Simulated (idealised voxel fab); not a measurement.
Process module, titled voxel ribs on slabs
Xsec cut, 225 nm wide, square cell size 5 nm.
Cross-section spec: square-cell grid; bands listed top down; each band is one or more rows. A band entry consists of two parts. The first gives the height of the band's top and the height of its bottom, in nm. The rest lists the band's materials from left to right, each with its width in nm. A single material labelled with the word "full width" fills the band from edge to edge, and the word "air" marks empty space. The reference from which all heights are counted is 0, the level beneath which the as-received wafer is entirely one material; the lowest band, having no lower bound, proceeds downward and is written after the example "0 down". The expression "30->40" gives the width at the extremes of the band, the first number at its top row of cells and the second at its bottom row, with the width changing by equal amounts from each row to the next in between. For the purposes of this document, the phrase "all unchanged" attached to a step denotes that no cell within the cross-section was modified by that step. Entry "Enclosed void listing". Content: empty spaces with no open connection to the top, size 8 cells or greater. Each: width x height at distance. Distance: from left edge. Unit: nm. If you see something after the settings on a step's line, that's the simulator's own remark about that step. When a step includes a mask, the "overlay nm" setting on its line states how far to the right of its planned place that mask lay, and negative values state how far to the left.
**Below is the list of planned process steps**
step 1: RECEIVE: material Si
step 2: DIRECTIONAL_DEP: material SiO2, thk nm 20
step 3: DIRECTIONAL_DEP: material SiN, thk nm 25
step 4: PATTERN: tone cover, mask id RIB, material resist, width nm 15, thk nm 15, overlay nm 0
step 5: DIRECTIONAL_ETCH: etch materials SiN, depth nm 15
step 6: STRIP: etch materials resist
step 7: MASKED_ETCH: tone cover, mask id SLAB, width nm 65, etch materials SiN, depth nm 10, overlay nm 0
step 8: FILL_DEP: material SiO2, thk nm 25
step 9: CMP: height nm 65
step 10: DIRECTIONAL_DEP: material TiN, thk nm 10
step 11: MASKED_ETCH: tone cover, mask id HEATER, width nm 25, etch materials TiN, depth nm 10, overlay nm 0
step 12: CONFORMAL_DEP: material SiN, thk nm 10
**Of two wafers, the first: run according to plan**
**As-received state of the wafer in cross-section, equivalent to post-step 1**
- 0 down = Si full width
- Enclosed void listing: none
**You're looking at a cross-section of the wafer after step 2**
- 20 to 0 = SiO2 full width
- All layers under 0 are left as they were.
**You're looking at a cross-section of the wafer after step 3**
- 45 to 20 = SiN full width
- All layers under 20 are left as they were.
**You're looking at a cross-section of the wafer after step 4**
- 60 to 45 = air (105)  resist (15)  air (105)
- All layers under 45 are left as they were.
**You're looking at a cross-section of the wafer after step 5**
- 60 to 45 = air (105)  resist (15)  air (105)
- 45 to 30 = air (105)  SiN (15)  air (105)
- All layers under 30 are left as they were.
**You're looking at a cross-section of the wafer after step 6**
- 45 to 30 = air (105)  SiN (15)  air (105)
- All layers under 30 are left as they were.
**You're looking at a cross-section of the wafer after step 7**
- 45 to 30 = air (105)  SiN (15)  air (105)
- 30 to 20 = air (80)  SiN (65)  air (80)
- All layers under 20 are left as they were.
**You're looking at a cross-section of the wafer after step 8**
- 70 to 45 = SiO2 full width
- 45 to 30 = SiO2 (105)  SiN (15)  SiO2 (105)
- 30 to 20 = SiO2 (80)  SiN (65)  SiO2 (80)
- All layers under 20 are left as they were.
**You're looking at a cross-section of the wafer after step 9**
- 65 to 45 = SiO2 full width
- All layers under 45 are left as they were.
**You're looking at a cross-section of the wafer after step 10**
- 75 to 65 = TiN full width
- All layers under 65 are left as they were.
**You're looking at a cross-section of the wafer after step 11**
- 75 to 65 = air (100)  TiN (25)  air (100)
- All layers under 65 are left as they were.
**You're looking at a cross-section of the wafer after step 12**
- 85 to 75 = air (90)  SiN (45)  air (90)
- 75 to 65 = SiN (100)  TiN (25)  SiN (100)
- All layers under 65 are left as they were.
**Second wafer - shared start and plan with the first - one error in running - same as the first up to step 3 inclusive**
**Second wafer at the planned finish of step 4, seen in cross-section**
- 60 to 45 = air (110)  resist (15)  air (100)
- All layers under 45 are left as they were.
**Second wafer at the planned finish of step 5, seen in cross-section**
- 60 to 45 = air (110)  resist (15)  air (100)
- 45 to 30 = air (110)  SiN (15)  air (100)
- All layers under 30 are left as they were.
**Second wafer at the planned finish of step 6, seen in cross-section**
- 45 to 30 = air (110)  SiN (15)  air (100)
- All layers under 30 are left as they were.
**Second wafer at the planned finish of step 7, seen in cross-section**
- 45 to 30 = air (110)  SiN (15)  air (100)
- 30 to 20 = air (80)  SiN (65)  air (80)
- All layers under 20 are left as they were.
**Second wafer at the planned finish of step 8, seen in cross-section**
- 70 to 45 = SiO2 full width
- 45 to 30 = SiO2 (110)  SiN (15)  SiO2 (100)
- 30 to 20 = SiO2 (80)  SiN (65)  SiO2 (80)
- All layers under 20 are left as they were.
**Second wafer at the planned finish of step 9, seen in cross-section**
- 65 to 45 = SiO2 full width
- All layers under 45 are left as they were.
**Second wafer at the planned finish of step 10, seen in cross-section**
- 75 to 65 = TiN full width
- All layers under 65 are left as they were.
**Second wafer at the planned finish of step 11, seen in cross-section**
- 75 to 65 = air (100)  TiN (25)  air (100)
- All layers under 65 are left as they were.
**Second wafer at the planned finish of step 12, seen in cross-section**
- 85 to 75 = air (90)  SiN (45)  air (90)
- 75 to 65 = SiN (100)  TiN (25)  SiN (100)
- All layers under 65 are left as they were.
Where did the run depart from the plan? step 4 ran as: PATTERN: tone cover, mask id RIB, material resist, width nm 15, thk nm 15, overlay nm 5
End check, second vs first wafer: material counts in cells match, positions do not.
